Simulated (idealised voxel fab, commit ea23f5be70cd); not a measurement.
process module | voxel wiring stack
cross-section cut | 220 nm wide | cells 5 nm
A cross-section is a grid of square cells, given in bands from the top down. A band is one or more rows of cells.
Each band's line starts with the height of the band's top and of its bottom, in nm. Then come its materials from left to right, each with its width in nm. One material with "throughout" fills the band from edge to edge. "air" is empty space.
Height 0 is the level under which the wafer as received is all one material. The lowest band goes on downwards, as in "0 down".
A width such as "30 to 40" changes by the same amount from each row of cells to the next, from the band's top row to its bottom row.
"no change" after a step means that no cell of the cross-section changed.
closed voids: empty space of 8 cells or more with no open way to the top, each as width x height at its distance from the left edge, in nm
after a step's settings: what the simulator itself notes on the step
overlay nm, on a step with a mask: how far to the right of its planned place the mask lay; to the left if negative
plan
1 op RECEIVE | material Si
2 op CONFORMAL_DEP | material SiO2 | thk nm 15
3 op CONFORMAL_DEP | material SiN | thk nm 5
4 op DIRECTIONAL_DEP | material SiO2 | thk nm 15
5 op DIRECTIONAL_DEP | material aC | thk nm 15
6 op PATTERN | tone open | mask id METAL_1 | material resist | width nm 30 | pitch nm 45 | thk nm 30 | overlay nm 0
7 op DIRECTIONAL_ETCH | etch materials aC | depth nm 15
8 op STRIP | etch materials resist
9 op DIRECTIONAL_ETCH | etch materials SiO2 | depth nm 15
10 op DIRECTIONAL_ETCH | etch materials SiN | depth nm 5
11 op STRIP | etch materials aC
12 op CONFORMAL_DEP | material TiN | thk nm 5
13 op FILL_DEP | material Cu | thk nm 5
14 op CMP | height nm 35
15 op EPI | material Ru | thk nm 5
16 op FILL_DEP | material SiCN | thk nm 5
17 op DIRECTIONAL_DEP | material SiO2 | thk nm 30
18 op DIRECTIONAL_DEP | material aC | thk nm 10
19 op PATTERN | tone open | mask id METAL_2 | material resist | width nm 30 | pitch nm 45 | thk nm 25 | overlay nm 0
20 op DIRECTIONAL_ETCH | etch materials aC | depth nm 10
21 op STRIP | etch materials resist
22 op DIRECTIONAL_ETCH | etch materials SiO2 | depth nm 20
23 op STRIP | etch materials aC
24 op DIRECTIONAL_DEP | material aC | thk nm 10
25 op PATTERN | tone open | mask id METAL_2_HOLES | material resist | width nm 15 | pitch nm 45 | thk nm 30 | overlay nm 0
26 op DIRECTIONAL_ETCH | etch materials aC | depth nm 10
27 op STRIP | etch materials resist
28 op DIRECTIONAL_ETCH | etch materials SiO2 | depth nm 10
29 op DIRECTIONAL_ETCH | etch materials SiCN | depth nm 5
30 op STRIP | etch materials aC
31 op CONFORMAL_DEP | material TiN | thk nm 5
32 op FILL_DEP | material Cu | thk nm 5
33 op CMP | height nm 75
34 op CONFORMAL_DEP | material SiCN | thk nm 5
35 op DIRECTIONAL_DEP | material lowk | thk nm 30
36 op DIRECTIONAL_DEP | material aC | thk nm 10
37 op PATTERN | tone open | mask id METAL_3_HOLES | material resist | width nm 15 | pitch nm 90 | thk nm 25 | overlay nm 0
38 op DIRECTIONAL_ETCH | etch materials aC | depth nm 10
39 op STRIP | etch materials resist
40 op DIRECTIONAL_ETCH | etch materials lowk | depth nm 30
41 op STRIP | etch materials aC
42 op PATTERN | tone open | mask id METAL_3 | material resist | width nm 30 | pitch nm 45 | thk nm 20 | overlay nm 0
43 op DIRECTIONAL_ETCH | etch materials lowk | depth nm 20
44 op DIRECTIONAL_ETCH | etch materials SiCN | depth nm 5
45 op STRIP | etch materials resist
46 op CONFORMAL_DEP | material TiN | thk nm 5
47 op FILL_DEP | material Ru | thk nm 5
48 op CMP | height nm 110
49 op CONFORMAL_DEP | material SiCN | thk nm 5
50 op DIRECTIONAL_DEP | material lowk | thk nm 15
51 op DIRECTIONAL_DEP | material aC | thk nm 15
52 op PATTERN | tone open | mask id PLUG_3 | material resist | width nm 15 | pitch nm 45 | thk nm 30 | overlay nm 0
53 op DIRECTIONAL_ETCH | etch materials aC | depth nm 15
54 op STRIP | etch materials resist
55 op DIRECTIONAL_ETCH | etch materials lowk | depth nm 15
56 op DIRECTIONAL_ETCH | etch materials SiCN | depth nm 5
57 op STRIP | etch materials aC
58 op CONFORMAL_DEP | material TiN | thk nm 5
59 op FILL_DEP | material W | thk nm 5
60 op CMP | height nm 130
61 op DIRECTIONAL_DEP | material TiN | thk nm 5
62 op DIRECTIONAL_DEP | material W | thk nm 25
63 op PATTERN | tone cover | mask id METAL_4 | material resist | width nm 30 | pitch nm 45 | thk nm 15 | overlay nm 0
64 op DIRECTIONAL_ETCH | etch materials W | depth nm 25
65 op DIRECTIONAL_ETCH | etch materials TiN | depth nm 5
66 op STRIP | etch materials resist
67 op FILL_DEP | material SiO2 | thk nm 10
68 op CMP | height nm 160
69 op CONFORMAL_DEP | material SiN | thk nm 5
as received, after step 1
  0 down: Si throughout
  closed voids: none
a wafer at the end: this start, this plan, one mistake
  165 to 160: SiN throughout
  160 to 135: SiO2 25 | W 30 | SiO2 15 | W 30 | SiO2 15 | W 30 | SiO2 15 | W 30 | SiO2 30
  135 to 130: SiO2 25 | TiN 30 | SiO2 15 | TiN 30 | SiO2 15 | TiN 30 | SiO2 15 | TiN 30 | SiO2 30
  130 to 115: lowk 25 | TiN 5 | W 5 | TiN 5 | lowk 30 | TiN 5 | W 5 | TiN 5 | lowk 30 | TiN 5 | W 5 | TiN 5 | lowk 30 | TiN 5 | W 5 | TiN 5 | lowk 45
  115 to 110: SiCN 25 | TiN 15 | SiCN 30 | TiN 15 | SiCN 30 | TiN 15 | SiCN 30 | TiN 15 | SiCN 45
  110 to 95: lowk 25 | TiN 5 | Ru 20 | TiN 5 | lowk 15 | TiN 5 | Ru 20 | TiN 5 | lowk 15 | TiN 5 | Ru 20 | TiN 5 | lowk 15 | TiN 5 | Ru 20 | TiN 5 | lowk 30
  95 to 90: lowk 25 | TiN 5 | Ru 5 | TiN 20 | lowk 15 | TiN 30 | lowk 15 | TiN 5 | Ru 5 | TiN 20 | lowk 15 | TiN 30 | lowk 30
  90 to 80: lowk 25 | TiN 5 | Ru 5 | TiN 5 | lowk 75 | TiN 5 | Ru 5 | TiN 5 | lowk 90
  80 to 75: SiCN 25 | TiN 15 | SiCN 75 | TiN 15 | SiCN 90
  75 to 60: SiO2 25 | TiN 5 | Cu 20 | TiN 5 | SiO2 15 | TiN 5 | Cu 20 | TiN 5 | SiO2 15 | TiN 5 | Cu 20 | TiN 5 | SiO2 15 | TiN 5 | Cu 20 | TiN 5 | SiO2 30
  60 to 55: SiO2 25 | TiN 5 | Cu 5 | TiN 20 | SiO2 15 | TiN 5 | Cu 5 | TiN 20 | SiO2 15 | TiN 5 | Cu 5 | TiN 20 | SiO2 15 | TiN 5 | Cu 5 | TiN 20 | SiO2 30
  55 to 45: SiO2 25 | TiN 5 | Cu 5 | TiN 5 | SiO2 30 | TiN 5 | Cu 5 | TiN 5 | SiO2 30 | TiN 5 | Cu 5 | TiN 5 | SiO2 30 | TiN 5 | Cu 5 | TiN 5 | SiO2 45
  45 to 40: SiCN 25 | TiN 15 | SiCN 30 | TiN 15 | SiCN 30 | TiN 15 | SiCN 30 | TiN 15 | SiCN 45
  40 to 35: Ru throughout
  35 to 30: TiN 30 | Cu 20 | TiN 25 | Cu 20 | TiN 25 | Cu 20 | TiN 25 | Cu 20 | TiN 35
  30 to 20: SiO2 25 | TiN 5 | Cu 20 | TiN 5 | SiO2 15 | TiN 5 | Cu 20 | TiN 5 | SiO2 15 | TiN 5 | Cu 20 | TiN 5 | SiO2 15 | TiN 5 | Cu 20 | TiN 5 | SiO2 30
  20 to 15: SiO2 25 | TiN 30 | SiO2 15 | TiN 30 | SiO2 15 | TiN 30 | SiO2 15 | TiN 30 | SiO2 30
  15 to 0: SiO2 throughout
  0 down: Si throughout
  closed voids: none
what went wrong: step 3 was left out
